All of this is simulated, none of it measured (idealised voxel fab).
Process module under the name voxel tone inversion
Cross-sectional view cut (width: 195 nm; square cell size: 5 nm).
The cross-sections in this document take the form of a grid made of square cells. They are written out as bands, in order from top to bottom. Each band consists of one or more rows of cells.
Top height, bottom height, nm. Materials left to right, width each, nm. Single material + "everywhere" = fills band edge to edge. "blank" = empty.
Measure heights from 0. That's the level where, below it, the as-received wafer is all one material. The lowest band is bottomless and extends downward; write it as in "z 0 and below".
Width: "30->40" (first number = top row, second number = bottom row, same change from row to row of cells).
Reading "stayed the same" for a step: not a cell of the cross-section changed in it.
In "Non-vented voids" the enclosed voids are listed, meaning empty spaces of 8 cells or larger without any opening to the top. The form is width x height at distance, distance from the left edge, units nm.
Formally, on a step line, whatever follows the settings is a remark that the simulator itself makes on the step.
What "overlay nm" on a step's line means: if the step has a mask, that mask lay this far to the right of its planned place, or, when the value is negative, to the left.

Set out below are the planned steps of the process:
| 1 | RECEIVE (material Si) |
| 2 | CONFORMAL_DEP (material SiCN; thk nm 10) |
| 3 | DIRECTIONAL_DEP (material polySi; thk nm 15) |
| 4 | PATTERN (tone cover; mask id POSTS; material resist; width nm 20; pitch nm 35; thk nm 25; overlay nm 0) |
| 5 | DIRECTIONAL_ETCH (etch materials polySi; depth nm 15) |
| 6 | STRIP (etch materials resist) |
| 7 | FILL_DEP (material SiO2; thk nm 5) |
| 8 | CMP (height nm 25) |
| 9 | STRIP (etch materials polySi) |
| 10 | CONFORMAL_DEP (material TiN; thk nm 5) |
| 11 | FILL_DEP (material Cu; thk nm 5) |
| 12 | CMP (height nm 25) |
| 13 | CONFORMAL_DEP (material SiCN; thk nm 5) |

Run as planned: first of two wafers:

Cross-section of the wafer as it came to us, i.e., already through step 1:
z 0 and below | Si everywhere
Non-vented voids: none

How the wafer stands in section after step 2:
z 10 to 0 | SiCN everywhere
Beneath the level 0, the cross-section is identical to its previous state.

How the wafer stands in section after step 3:
z 25 to 10 | polySi everywhere
Beneath the level 10, the cross-section is identical to its previous state.

How the wafer stands in section after step 4:
z 50 to 25 | 35 nm blank | 20 nm resist | 15 nm blank | 20 nm resist | 15 nm blank | 20 nm resist | 15 nm blank | 20 nm resist | 35 nm blank
Beneath the level 25, the cross-section is identical to its previous state.

How the wafer stands in section after step 5:
z 50 to 25 | 35 nm blank | 20 nm resist | 15 nm blank | 20 nm resist | 15 nm blank | 20 nm resist | 15 nm blank | 20 nm resist | 35 nm blank
z 25 to 10 | 35 nm blank | 20 nm polySi | 15 nm blank | 20 nm polySi | 15 nm blank | 20 nm polySi | 15 nm blank | 20 nm polySi | 35 nm blank
Beneath the level 10, the cross-section is identical to its previous state.

How the wafer stands in section after step 6:
z 25 to 10 | 35 nm blank | 20 nm polySi | 15 nm blank | 20 nm polySi | 15 nm blank | 20 nm polySi | 15 nm blank | 20 nm polySi | 35 nm blank
Beneath the level 10, the cross-section is identical to its previous state.

How the wafer stands in section after step 7:
z 30 to 25 | SiO2 everywhere
z 25 to 10 | 35 nm SiO2 | 20 nm polySi | 15 nm SiO2 | 20 nm polySi | 15 nm SiO2 | 20 nm polySi | 15 nm SiO2 | 20 nm polySi | 35 nm SiO2
Beneath the level 10, the cross-section is identical to its previous state.

How the wafer stands in section after step 8:
z 25 to 10 | 35 nm SiO2 | 20 nm polySi | 15 nm SiO2 | 20 nm polySi | 15 nm SiO2 | 20 nm polySi | 15 nm SiO2 | 20 nm polySi | 35 nm SiO2
Beneath the level 10, the cross-section is identical to its previous state.

How the wafer stands in section after step 9:
z 25 to 10 | 35 nm SiO2 | 20 nm blank | 15 nm SiO2 | 20 nm blank | 15 nm SiO2 | 20 nm blank | 15 nm SiO2 | 20 nm blank | 35 nm SiO2
Beneath the level 10, the cross-section is identical to its previous state.

How the wafer stands in section after step 10:
z 30 to 25 | 40 nm TiN | 10 nm blank | 25 nm TiN | 10 nm blank | 25 nm TiN | 10 nm blank | 25 nm TiN | 10 nm blank | 40 nm TiN
z 25 to 15 | 35 nm SiO2 | 5 nm TiN | 10 nm blank | 5 nm TiN | 15 nm SiO2 | 5 nm TiN | 10 nm blank | 5 nm TiN | 15 nm SiO2 | 5 nm TiN | 10 nm blank | 5 nm TiN | 15 nm SiO2 | 5 nm TiN | 10 nm blank | 5 nm TiN | 35 nm SiO2
z 15 to 10 | 35 nm SiO2 | 20 nm TiN | 15 nm SiO2 | 20 nm TiN | 15 nm SiO2 | 20 nm TiN | 15 nm SiO2 | 20 nm TiN | 35 nm SiO2
Beneath the level 10, the cross-section is identical to its previous state.

How the wafer stands in section after step 11:
z 35 to 30 | Cu everywhere
z 30 to 25 | 40 nm TiN | 10 nm Cu | 25 nm TiN | 10 nm Cu | 25 nm TiN | 10 nm Cu | 25 nm TiN | 10 nm Cu | 40 nm TiN
z 25 to 15 | 35 nm SiO2 | 5 nm TiN | 10 nm Cu | 5 nm TiN | 15 nm SiO2 | 5 nm TiN | 10 nm Cu | 5 nm TiN | 15 nm SiO2 | 5 nm TiN | 10 nm Cu | 5 nm TiN | 15 nm SiO2 | 5 nm TiN | 10 nm Cu | 5 nm TiN | 35 nm SiO2
Beneath the level 15, the cross-section is identical to its previous state.

How the wafer stands in section after step 12:
z 25 to 15 | 35 nm SiO2 | 5 nm TiN | 10 nm Cu | 5 nm TiN | 15 nm SiO2 | 5 nm TiN | 10 nm Cu | 5 nm TiN | 15 nm SiO2 | 5 nm TiN | 10 nm Cu | 5 nm TiN | 15 nm SiO2 | 5 nm TiN | 10 nm Cu | 5 nm TiN | 35 nm SiO2
Beneath the level 15, the cross-section is identical to its previous state.

How the wafer stands in section after step 13:
z 30 to 25 | SiCN everywhere
Beneath the level 25, the cross-section is identical to its previous state.

Second wafer: same start and same plan as the first, one execution error; identical to the first through step 3:

Cross-section of the second wafer when, according to plan, step 4 should have finished:
z 50 to 25 | 35 nm resist | 20 nm blank | 15 nm resist | 20 nm blank | 15 nm resist | 20 nm blank | 15 nm resist | 20 nm blank | 35 nm resist
Beneath the level 25, the cross-section is identical to its previous state.

Cross-section of the second wafer when, according to plan, step 5 should have finished:
z 50 to 25 | 35 nm resist | 20 nm blank | 15 nm resist | 20 nm blank | 15 nm resist | 20 nm blank | 15 nm resist | 20 nm blank | 35 nm resist
z 25 to 10 | 35 nm polySi | 20 nm blank | 15 nm polySi | 20 nm blank | 15 nm polySi | 20 nm blank | 15 nm polySi | 20 nm blank | 35 nm polySi
Beneath the level 10, the cross-section is identical to its previous state.

Cross-section of the second wafer when, according to plan, step 6 should have finished:
z 25 to 10 | 35 nm polySi | 20 nm blank | 15 nm polySi | 20 nm blank | 15 nm polySi | 20 nm blank | 15 nm polySi | 20 nm blank | 35 nm polySi
Beneath the level 10, the cross-section is identical to its previous state.

Cross-section of the second wafer when, according to plan, step 7 should have finished:
z 30 to 25 | SiO2 everywhere
z 25 to 10 | 35 nm polySi | 20 nm SiO2 | 15 nm polySi | 20 nm SiO2 | 15 nm polySi | 20 nm SiO2 | 15 nm polySi | 20 nm SiO2 | 35 nm polySi
Beneath the level 10, the cross-section is identical to its previous state.

Cross-section of the second wafer when, according to plan, step 8 should have finished:
z 25 to 10 | 35 nm polySi | 20 nm SiO2 | 15 nm polySi | 20 nm SiO2 | 15 nm polySi | 20 nm SiO2 | 15 nm polySi | 20 nm SiO2 | 35 nm polySi
Beneath the level 10, the cross-section is identical to its previous state.

Cross-section of the second wafer when, according to plan, step 9 should have finished:
z 25 to 10 | 35 nm blank | 20 nm SiO2 | 15 nm blank | 20 nm SiO2 | 15 nm blank | 20 nm SiO2 | 15 nm blank | 20 nm SiO2 | 35 nm blank
Beneath the level 10, the cross-section is identical to its previous state.

Cross-section of the second wafer when, according to plan, step 10 should have finished:
z 30 to 25 | 30 nm blank | 30 nm TiN | 5 nm blank | 30 nm TiN | 5 nm blank | 30 nm TiN | 5 nm blank | 30 nm TiN | 30 nm blank
z 25 to 15 | 30 nm blank | 5 nm TiN | 20 nm SiO2 | 5 nm TiN | 5 nm blank | 5 nm TiN | 20 nm SiO2 | 5 nm TiN | 5 nm blank | 5 nm TiN | 20 nm SiO2 | 5 nm TiN | 5 nm blank | 5 nm TiN | 20 nm SiO2 | 5 nm TiN | 30 nm blank
z 15 to 10 | 35 nm TiN | 20 nm SiO2 | 15 nm TiN | 20 nm SiO2 | 15 nm TiN | 20 nm SiO2 | 15 nm TiN | 20 nm SiO2 | 35 nm TiN
Beneath the level 10, the cross-section is identical to its previous state.

Cross-section of the second wafer when, according to plan, step 11 should have finished:
z 35 to 30 | Cu everywhere
z 30 to 25 | 30 nm Cu | 30 nm TiN | 5 nm Cu | 30 nm TiN | 5 nm Cu | 30 nm TiN | 5 nm Cu | 30 nm TiN | 30 nm Cu
z 25 to 15 | 30 nm Cu | 5 nm TiN | 20 nm SiO2 | 5 nm TiN | 5 nm Cu | 5 nm TiN | 20 nm SiO2 | 5 nm TiN | 5 nm Cu | 5 nm TiN | 20 nm SiO2 | 5 nm TiN | 5 nm Cu | 5 nm TiN | 20 nm SiO2 | 5 nm TiN | 30 nm Cu
Beneath the level 15, the cross-section is identical to its previous state.

Cross-section of the second wafer when, according to plan, step 12 should have finished:
z 25 to 15 | 30 nm Cu | 5 nm TiN | 20 nm SiO2 | 5 nm TiN | 5 nm Cu | 5 nm TiN | 20 nm SiO2 | 5 nm TiN | 5 nm Cu | 5 nm TiN | 20 nm SiO2 | 5 nm TiN | 5 nm Cu | 5 nm TiN | 20 nm SiO2 | 5 nm TiN | 30 nm Cu
Beneath the level 15, the cross-section is identical to its previous state.

Cross-section of the second wafer when, according to plan, step 13 should have finished:
z 30 to 25 | SiCN everywhere
Beneath the level 25, the cross-section is identical to its previous state.
Here's what went sideways: in deviation from the planned setting, step 4 was conducted as PATTERN (tone open; mask id POSTS; material resist; width nm 20; pitch nm 35; thk nm 25; overlay nm 0)
Final comparison by cell count, materials where the second wafer has more or fewer than the first: 14 more of Cu; 21 fewer of SiO2; 7 more of TiN
